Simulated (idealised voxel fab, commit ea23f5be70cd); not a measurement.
process module | voxel released beams
cross-section cut | 280 nm wide | cells 5 nm
A cross-section is a grid of square cells, given in bands from the top down. A band is one or more rows of cells.
Each band's line starts with the height of the band's top and of its bottom, in nm. Then come its materials from left to right, each with its width in nm. One material with "throughout" fills the band from edge to edge. "air" is empty space.
Height 0 is the level under which the wafer as received is all one material. The lowest band goes on downwards, as in "0 down".
A width such as "30 to 40" changes by the same amount from each row of cells to the next, from the band's top row to its bottom row.
"no change" after a step means that no cell of the cross-section changed.
closed voids: empty space of 8 cells or more with no open way to the top, each as width x height at its distance from the left edge, in nm
after a step's settings: what the simulator itself notes on the step
overlay nm, on a step with a mask: how far to the right of its planned place the mask lay; to the left if negative
plan
1 op RECEIVE | material Si
2 op CONFORMAL_DEP | material Al2O3 | thk nm 10
3 op DIRECTIONAL_DEP | material SiO2 | thk nm 20
4 op PATTERN | tone open | mask id ANCHOR | material resist | width nm 25 | thk nm 20 | overlay nm 0
5 op DIRECTIONAL_ETCH | etch materials SiO2 | depth nm 20
6 op STRIP | etch materials resist
7 op CONFORMAL_DEP | material SiN | thk nm 10
8 op DIRECTIONAL_DEP | material aC | thk nm 10
9 op PATTERN | tone cover | mask id BEAM | material resist | width nm 70 | thk nm 30 | overlay nm 0
10 op DIRECTIONAL_ETCH | etch materials aC | depth nm 10
11 op STRIP | etch materials resist
12 op DIRECTIONAL_ETCH | etch materials SiN | depth nm 10
13 op STRIP | etch materials aC
14 op STRIP | etch materials SiO2
as received, after step 1
  0 down: Si throughout
  closed voids: none
first wafer at the end, as planned
  40 to 30: air 100 | SiN 15 | air 5 | SiN 50 | air 110
  30 to 20: air 105 | SiN 10 | air 5 | SiN 10 | air 150
  20 to 10: air 105 | SiN 25 | air 150
  10 to 0: Al2O3 throughout
  0 down: Si throughout
  closed voids: none
second wafer at the end: like start, like plan, one mistake
  40 to 30: air 100 | SiN 15 | air 10 | SiN 45 | air 110
  30 to 20: air 105 | SiN 10 | air 10 | SiN 10 | air 145
  20 to 10: air 105 | SiN 30 | air 145
  10 to 0: Al2O3 throughout
  0 down: Si throughout
  closed voids: none
what went wrong: step 4 ran as: op PATTERN | tone open | mask id ANCHOR | material resist | width nm 30 | thk nm 20 | overlay nm 0
at the end the second wafer has, in cells: as many of each material as the first, in other places
